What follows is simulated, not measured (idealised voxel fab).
Title: Process Module voxel trench capacitor
Cross-section cut: width 225 nm, square cells of 5 nm.
A cross-section is a grid of square cells, given in bands from the top down. A band is one or more rows of cells.
Within each band entry, the heights of the top and of the bottom of the band appear first, in that order and in nm; the materials of the band then follow from left to right, each with its corresponding width in nm. The designation "full width" on a single material indicates that it fills the band from edge to edge; the designation "air" indicates empty space.
Beneath 0, the wafer as received is one material, and that level is where height counting begins. The lowest band goes on downward without a bottom; it is written like "z 0 and below".
With a width like "30 to 40", each row of cells in the band differs from the next by the same amount, the top row carrying the first number and the bottom row the second.
No cell of the cross-section changed in a step that is given as "identical to before".
The label "Trapped voids" introduces a list of the empty spaces, 8 cells or larger, that have no open way up to the top; each entry in it reads width x height at distance, where the distance is taken from the left edge and all three are stated in nm.
On each step's line, the part that comes after the settings is the simulator's own comment on the step.
When a step includes a mask, the "overlay nm" setting on its line states how far to the right of its planned place that mask lay, and negative values state how far to the left.

Steps planned for the process:
1) RECEIVE,material Si
2) CONFORMAL_DEP,material SiN,thk nm 5
3) MASKED_ETCH,tone open,mask id TRENCH,width nm 25,pitch nm 50,etch materials SiN,depth nm 5,overlay nm 0
4) MASKED_ETCH,tone open,mask id TRENCH,width nm 25,pitch nm 50,etch materials Si,depth nm 40,overlay nm 0
5) CONFORMAL_DEP,material HfO2,thk nm 5
6) CONFORMAL_DEP,material TiN,thk nm 5
7) FILL_DEP,material W,thk nm 5
8) CMP,height nm 5

The following pertains to the first of two wafers, which was processed as planned:

Delivered wafer in cross-section: state after step 1:
* z 0 and below | Si full width
* Trapped voids: none

Cross-section of the wafer after step 2:
* z 5 to 0 | SiN full width
* Whatever lies below 0 is exactly as it was before.

Cross-section of the wafer after step 3:
* z 5 to 0 | SiN: 25; air: 25; SiN: 25; air: 25; SiN: 25; air: 25; SiN: 25; air: 25; SiN: 25
* Whatever lies below 0 is exactly as it was before.

Cross-section of the wafer after step 4:
* z 5 to 0 | SiN: 25; air: 25; SiN: 25; air: 25; SiN: 25; air: 25; SiN: 25; air: 25; SiN: 25
* z 0 to -40 | Si: 25; air: 25; Si: 25; air: 25; Si: 25; air: 25; Si: 25; air: 25; Si: 25
* Whatever lies below -40 is exactly as it was before.

Cross-section of the wafer after step 5:
* z 10 to 5 | HfO2: 30; air: 15; HfO2: 35; air: 15; HfO2: 35; air: 15; HfO2: 35; air: 15; HfO2: 30
* z 5 to 0 | SiN: 25; HfO2: 5; air: 15; HfO2: 5; SiN: 25; HfO2: 5; air: 15; HfO2: 5; SiN: 25; HfO2: 5; air: 15; HfO2: 5; SiN: 25; HfO2: 5; air: 15; HfO2: 5; SiN: 25
* z 0 to -35 | Si: 25; HfO2: 5; air: 15; HfO2: 5; Si: 25; HfO2: 5; air: 15; HfO2: 5; Si: 25; HfO2: 5; air: 15; HfO2: 5; Si: 25; HfO2: 5; air: 15; HfO2: 5; Si: 25
* z -35 to -40 | Si: 25; HfO2: 25; Si: 25; HfO2: 25; Si: 25; HfO2: 25; Si: 25; HfO2: 25; Si: 25
* Whatever lies below -40 is exactly as it was before.

Cross-section of the wafer after step 6:
* z 15 to 10 | TiN: 35; air: 5; TiN: 45; air: 5; TiN: 45; air: 5; TiN: 45; air: 5; TiN: 35
* z 10 to 5 | HfO2: 30; TiN: 5; air: 5; TiN: 5; HfO2: 35; TiN: 5; air: 5; TiN: 5; HfO2: 35; TiN: 5; air: 5; TiN: 5; HfO2: 35; TiN: 5; air: 5; TiN: 5; HfO2: 30
* z 5 to 0 | SiN: 25; HfO2: 5; TiN: 5; air: 5; TiN: 5; HfO2: 5; SiN: 25; HfO2: 5; TiN: 5; air: 5; TiN: 5; HfO2: 5; SiN: 25; HfO2: 5; TiN: 5; air: 5; TiN: 5; HfO2: 5; SiN: 25; HfO2: 5; TiN: 5; air: 5; TiN: 5; HfO2: 5; SiN: 25
* z 0 to -30 | Si: 25; HfO2: 5; TiN: 5; air: 5; TiN: 5; HfO2: 5; Si: 25; HfO2: 5; TiN: 5; air: 5; TiN: 5; HfO2: 5; Si: 25; HfO2: 5; TiN: 5; air: 5; TiN: 5; HfO2: 5; Si: 25; HfO2: 5; TiN: 5; air: 5; TiN: 5; HfO2: 5; Si: 25
* z -30 to -35 | Si: 25; HfO2: 5; TiN: 15; HfO2: 5; Si: 25; HfO2: 5; TiN: 15; HfO2: 5; Si: 25; HfO2: 5; TiN: 15; HfO2: 5; Si: 25; HfO2: 5; TiN: 15; HfO2: 5; Si: 25
* Whatever lies below -35 is exactly as it was before.

Cross-section of the wafer after step 7:
* z 20 to 15 | W full width
* z 15 to 10 | TiN: 35; W: 5; TiN: 45; W: 5; TiN: 45; W: 5; TiN: 45; W: 5; TiN: 35
* z 10 to 5 | HfO2: 30; TiN: 5; W: 5; TiN: 5; HfO2: 35; TiN: 5; W: 5; TiN: 5; HfO2: 35; TiN: 5; W: 5; TiN: 5; HfO2: 35; TiN: 5; W: 5; TiN: 5; HfO2: 30
* z 5 to 0 | SiN: 25; HfO2: 5; TiN: 5; W: 5; TiN: 5; HfO2: 5; SiN: 25; HfO2: 5; TiN: 5; W: 5; TiN: 5; HfO2: 5; SiN: 25; HfO2: 5; TiN: 5; W: 5; TiN: 5; HfO2: 5; SiN: 25; HfO2: 5; TiN: 5; W: 5; TiN: 5; HfO2: 5; SiN: 25
* z 0 to -30 | Si: 25; HfO2: 5; TiN: 5; W: 5; TiN: 5; HfO2: 5; Si: 25; HfO2: 5; TiN: 5; W: 5; TiN: 5; HfO2: 5; Si: 25; HfO2: 5; TiN: 5; W: 5; TiN: 5; HfO2: 5; Si: 25; HfO2: 5; TiN: 5; W: 5; TiN: 5; HfO2: 5; Si: 25
* Whatever lies below -30 is exactly as it was before.

Cross-section of the wafer after step 8:
* z 5 to 0 | SiN: 25; HfO2: 5; TiN: 5; W: 5; TiN: 5; HfO2: 5; SiN: 25; HfO2: 5; TiN: 5; W: 5; TiN: 5; HfO2: 5; SiN: 25; HfO2: 5; TiN: 5; W: 5; TiN: 5; HfO2: 5; SiN: 25; HfO2: 5; TiN: 5; W: 5; TiN: 5; HfO2: 5; SiN: 25
* Whatever lies below 0 is exactly as it was before.

Now the other wafer: same start, same recipe, but we messed up one thing when running it. Up to and including step 4 it's the same as the first one:

Cross-section of the second wafer at the time by which step 5 should have been completed according to the plan: identical to before

Cross-section of the second wafer at the time by which step 6 should have been completed according to the plan:
* z 10 to 5 | TiN: 30; air: 15; TiN: 35; air: 15; TiN: 35; air: 15; TiN: 35; air: 15; TiN: 30
* z 5 to 0 | SiN: 25; TiN: 5; air: 15; TiN: 5; SiN: 25; TiN: 5; air: 15; TiN: 5; SiN: 25; TiN: 5; air: 15; TiN: 5; SiN: 25; TiN: 5; air: 15; TiN: 5; SiN: 25
* z 0 to -35 | Si: 25; TiN: 5; air: 15; TiN: 5; Si: 25; TiN: 5; air: 15; TiN: 5; Si: 25; TiN: 5; air: 15; TiN: 5; Si: 25; TiN: 5; air: 15; TiN: 5; Si: 25
* z -35 to -40 | Si: 25; TiN: 25; Si: 25; TiN: 25; Si: 25; TiN: 25; Si: 25; TiN: 25; Si: 25
* Whatever lies below -40 is exactly as it was before.

Cross-section of the second wafer at the time by which step 7 should have been completed according to the plan:
* z 15 to 10 | W full width
* z 10 to 5 | TiN: 30; W: 15; TiN: 35; W: 15; TiN: 35; W: 15; TiN: 35; W: 15; TiN: 30
* z 5 to 0 | SiN: 25; TiN: 5; W: 15; TiN: 5; SiN: 25; TiN: 5; W: 15; TiN: 5; SiN: 25; TiN: 5; W: 15; TiN: 5; SiN: 25; TiN: 5; W: 15; TiN: 5; SiN: 25
* z 0 to -35 | Si: 25; TiN: 5; W: 15; TiN: 5; Si: 25; TiN: 5; W: 15; TiN: 5; Si: 25; TiN: 5; W: 15; TiN: 5; Si: 25; TiN: 5; W: 15; TiN: 5; Si: 25
* Whatever lies below -35 is exactly as it was before.

Cross-section of the second wafer at the time by which step 8 should have been completed according to the plan:
* z 5 to 0 | SiN: 25; TiN: 5; W: 15; TiN: 5; SiN: 25; TiN: 5; W: 15; TiN: 5; SiN: 25; TiN: 5; W: 15; TiN: 5; SiN: 25; TiN: 5; W: 15; TiN: 5; SiN: 25
* Whatever lies below 0 is exactly as it was before.
Deviation from plan: plan step 5 skipped
Final cells, second wafer relative to first, materials higher or lower: -84 HfO2, +16 TiN, +68 W
